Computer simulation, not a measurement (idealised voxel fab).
Module name: voxel ribs on slabs (process module)
We display cut, a cross-section 190 nm in width whose square cells are each 5 nm.
Throughout this document, each cross-section is represented as a grid of square cells and is presented as a sequence of bands enumerated from the top downward, where a band comprises one or more rows of cells.
It is stipulated that each band's entry specify, in nanometres, the height of the top of the band and then that of its bottom, followed by the materials of the band in left-to-right sequence, each together with its width in nanometres. A single material marked by the word "all across" is understood to fill the band from edge to edge; the word "blank" is understood to denote empty space.
Heights are reckoned from 0. Under this level, the received wafer is all of one material. The bottommost band is open-ended downward, for example "0 -> down".
It should be noted that a width expressed as "30..40" varies in equal increments from row to row of cells within the band, taking the value of the first number at the top row and that of the second number at the bottom row.
"identical to before" after a step means that no cell of the cross-section changed.
Each empty space that has no open way to the top and spans at least 8 cells appears under "Fully sealed voids" as width x height at distance, the distance counted from the left edge, all in nm.
Formally, on a step line, whatever follows the settings is a remark that the simulator itself makes on the step.
What "overlay nm" on a step's line means: if the step has a mask, that mask lay this far to the right of its planned place, or, when the value is negative, to the left.

Steps planned for the process
1 RECEIVE,material Si
2 DIRECTIONAL_DEP,material SiO2,thk nm 20
3 DIRECTIONAL_DEP,material SiN,thk nm 20
4 DIRECTIONAL_DEP,material aC,thk nm 10
5 PATTERN,tone cover,mask id RIB,material resist,width nm 15,thk nm 25,overlay nm 0
6 DIRECTIONAL_ETCH,etch materials aC,depth nm 10
7 STRIP,etch materials resist
8 DIRECTIONAL_ETCH,etch materials SiN,depth nm 15
9 STRIP,etch materials aC
10 PATTERN,tone cover,mask id SLAB,material resist,width nm 65,thk nm 20,overlay nm 0
11 DIRECTIONAL_ETCH,etch materials SiN,depth nm 5
12 STRIP,etch materials resist
13 FILL_DEP,material SiO2,thk nm 20
14 CMP,height nm 50
15 DIRECTIONAL_DEP,material W,thk nm 10
16 PATTERN,tone cover,mask id HEATER,material resist,width nm 25,thk nm 15,overlay nm 0
17 DIRECTIONAL_ETCH,etch materials W,depth nm 5
18 STRIP,etch materials resist
19 CONFORMAL_DEP,material SiN,thk nm 5
The value of depth nm given for step 17 in the plan refers to the first wafer; the wafers vary in this setting and are alike at the start.

Cross-section: the first of several wafers in its as-received state, i.e. following step 1
    0 -> down | Si all across
    Fully sealed voids: none

Rows = wafers. At module end, each row lists per material the cells gained (+) or lost (-) since the wafer was received, then the closed voids
depth nm 5, +62 SiN, +358 SiO2, +43 W, Fully sealed voids: none
depth nm 10, +64 SiN, +358 SiO2, +10 W, Fully sealed voids: none
depth nm 15, +64 SiN, +358 SiO2, +10 W, Fully sealed voids: none
depth nm 20, +64 SiN, +358 SiO2, +10 W, Fully sealed voids: none
depth nm 25, +64 SiN, +358 SiO2, +10 W, Fully sealed voids: none
